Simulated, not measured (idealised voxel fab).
Process module in this document: voxel trench capacitor
Section cut is 205 nm wide and gridded with 5 nm square cells.
For the purposes of this document, a cross-section shall be understood as a grid of square cells, specified as bands listed in top-to-bottom order, each band consisting of one or more rows of cells.
A band entry consists of two parts. The first gives the height of the band's top and the height of its bottom, in nm. The rest lists the band's materials from left to right, each with its width in nm. A single material labelled with the word "edge to edge" fills the band from edge to edge, and the word "blank" marks empty space.
Heights are expressed relative to 0, this being the level below which the as-received wafer comprises one material exclusively. The lowest band is unbounded in the downward direction and is denoted as in "0 -> down".
The notation "30->40" denotes a width that varies across the rows of cells in the band, beginning at the first number in the top row, finishing at the second number in the bottom row, and changing by an identical amount from each row to the next.
"remains unaltered", as given for a step, is the statement that not any cell of the cross-section underwent a change during that step.
Heads up: "Tabulated closed voids" only lists the empty pockets with no open path to the top that are 8 cells or more, and it writes them as width x height at distance, distance from the left edge, in nm.
Text after the settings on a step's line: the simulator's own remark on that step.
overlay nm: step with mask; distance mask lay right of planned place; negative value = left of planned place.
Here's what the planned process steps look like:
1: RECEIVE,material Si
2: CONFORMAL_DEP,material SiN,thk nm 10
3: DIRECTIONAL_DEP,material aC,thk nm 10
4: PATTERN,tone open,mask id TRENCH,material resist,width nm 15,pitch nm 45,thk nm 25,overlay nm -15
5: DIRECTIONAL_ETCH,etch materials aC,depth nm 10
6: STRIP,etch materials resist
7: DIRECTIONAL_ETCH,etch materials SiN,depth nm 10
8: DIRECTIONAL_ETCH,etch materials Si,depth nm 40
9: STRIP,etch materials aC
10: CONFORMAL_DEP,material Al2O3,thk nm 5
11: FILL_DEP,material polySi,thk nm 5
12: CMP,height nm 10
Every wafer here starts from the same state; it is the step 4 overlay nm that distinguishes them, and the value the plan gives belongs to the first wafer.
Cross-section of the first incoming wafer of several, state after step 1:
    0 -> down: Si edge to edge
    Tabulated closed voids: none
First wafer of several, cross-section, module end, after step 12 (last):
    10 -> 0: 35 nm SiN; 5 nm Al2O3; 5 nm polySi; 5 nm Al2O3; 30 nm SiN; 5 nm Al2O3; 5 nm polySi; 5 nm Al2O3; 30 nm SiN; 5 nm Al2O3; 5 nm polySi; 5 nm Al2O3; 65 nm SiN
    0 -> -35: 35 nm Si; 5 nm Al2O3; 5 nm polySi; 5 nm Al2O3; 30 nm Si; 5 nm Al2O3; 5 nm polySi; 5 nm Al2O3; 30 nm Si; 5 nm Al2O3; 5 nm polySi; 5 nm Al2O3; 65 nm Si
    -35 -> -40: 35 nm Si; 15 nm Al2O3; 30 nm Si; 15 nm Al2O3; 30 nm Si; 15 nm Al2O3; 65 nm Si
    -40 -> down: Si edge to edge
    Tabulated closed voids: none
At the end of the module, the last of several wafers in cross-section:
    10 -> 0: 65 nm SiN; 5 nm Al2O3; 5 nm polySi; 5 nm Al2O3; 30 nm SiN; 5 nm Al2O3; 5 nm polySi; 5 nm Al2O3; 30 nm SiN; 5 nm Al2O3; 5 nm polySi; 5 nm Al2O3; 35 nm SiN
    0 -> -35: 65 nm Si; 5 nm Al2O3; 5 nm polySi; 5 nm Al2O3; 30 nm Si; 5 nm Al2O3; 5 nm polySi; 5 nm Al2O3; 30 nm Si; 5 nm Al2O3; 5 nm polySi; 5 nm Al2O3; 35 nm Si
    -35 -> -40: 65 nm Si; 15 nm Al2O3; 30 nm Si; 15 nm Al2O3; 30 nm Si; 15 nm Al2O3; 35 nm Si
    -40 -> down: Si edge to edge
    Tabulated closed voids: none
Take any row and you have a wafer at the end of the module: how many cells of each material it has gained (+) or lost (-) since it was received, and then its closed voids:
overlay nm -15; +63 Al2O3; -72 Si; +64 SiN; +27 polySi; Tabulated closed voids: none
overlay nm -10; +63 Al2O3; -72 Si; +64 SiN; +27 polySi; Tabulated closed voids: none
overlay nm -5; +63 Al2O3; -72 Si; +64 SiN; +27 polySi; Tabulated closed voids: none
overlay nm 0; +63 Al2O3; -72 Si; +64 SiN; +27 polySi; Tabulated closed voids: none
overlay nm 5; +63 Al2O3; -72 Si; +64 SiN; +27 polySi; Tabulated closed voids: none
overlay nm 10; +63 Al2O3; -72 Si; +64 SiN; +27 polySi; Tabulated closed voids: none
overlay nm 15; +63 Al2O3; -72 Si; +64 SiN; +27 polySi; Tabulated closed voids: none
